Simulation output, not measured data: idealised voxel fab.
process module | voxel ribs on slabs
cross-section cut | 200 nm wide | cells 5 nm
A cross-section is a grid of square cells, given in bands from the top down. A band is one or more rows of cells.
Each band's line starts with the height of the band's top and of its bottom, in nm. Then come its materials from left to right, each with its width in nm. One material with "throughout" fills the band from edge to edge. "air" is empty space.
Height 0 is the level under which the wafer as received is all one material. The lowest band goes on downwards, as in "0 down".
A width such as "30 to 40" changes by the same amount from each row of cells to the next, from the band's top row to its bottom row.
"no change" after a step means that no cell of the cross-section changed.
closed voids: empty space of 8 cells or more with no open way to the top, each as width x height at its distance from the left edge, in nm
after a step's settings: what the simulator itself notes on the step
overlay nm, on a step with a mask: how far to the right of its planned place the mask lay; to the left if negative
plan
1 op RECEIVE | material Si
2 op DIRECTIONAL_DEP | material SiO2 | thk nm 20
3 op DIRECTIONAL_DEP | material SiN | thk nm 20
4 op DIRECTIONAL_DEP | material aC | thk nm 10
5 op PATTERN | tone cover | mask id RIB | material resist | width nm 20 | thk nm 25 | overlay nm -15
6 op DIRECTIONAL_ETCH | etch materials aC | depth nm 10
7 op STRIP | etch materials resist
8 op DIRECTIONAL_ETCH | etch materials SiN | depth nm 10
9 op STRIP | etch materials aC
10 op DIRECTIONAL_DEP | material aC | thk nm 15
11 op PATTERN | tone cover | mask id SLAB | material resist | width nm 50 | thk nm 30 | overlay nm 0
12 op DIRECTIONAL_ETCH | etch materials aC | depth nm 15
13 op STRIP | etch materials resist
14 op DIRECTIONAL_ETCH | etch materials SiN | depth nm 10
15 op STRIP | etch materials aC
16 op FILL_DEP | material SiO2 | thk nm 30
17 op CMP | height nm 60
18 op DIRECTIONAL_DEP | material TiN | thk nm 5
19 op MASKED_ETCH | tone cover | mask id HEATER | width nm 30 | etch materials TiN | depth nm 5 | overlay nm 0
20 op CONFORMAL_DEP | material SiN | thk nm 5
varied across the wafers: overlay nm of step 5. The plan shows the first wafer's value. All wafers start alike
first wafer as received, after step 1
  0 down: Si throughout
  closed voids: none
each wafer at the end: cells of each material gained (+) or lost (-) since it was received, then its closed voids
overlay nm -15 | +70 SiN | +452 SiO2 | +6 TiN | closed voids: none
overlay nm -10 | +70 SiN | +452 SiO2 | +6 TiN | closed voids: none
overlay nm -5 | +70 SiN | +452 SiO2 | +6 TiN | closed voids: none
overlay nm 0 | +70 SiN | +452 SiO2 | +6 TiN | closed voids: none
overlay nm 5 | +70 SiN | +452 SiO2 | +6 TiN | closed voids: none
overlay nm 10 | +70 SiN | +452 SiO2 | +6 TiN | closed voids: none
overlay nm 15 | +70 SiN | +452 SiO2 | +6 TiN | closed voids: none
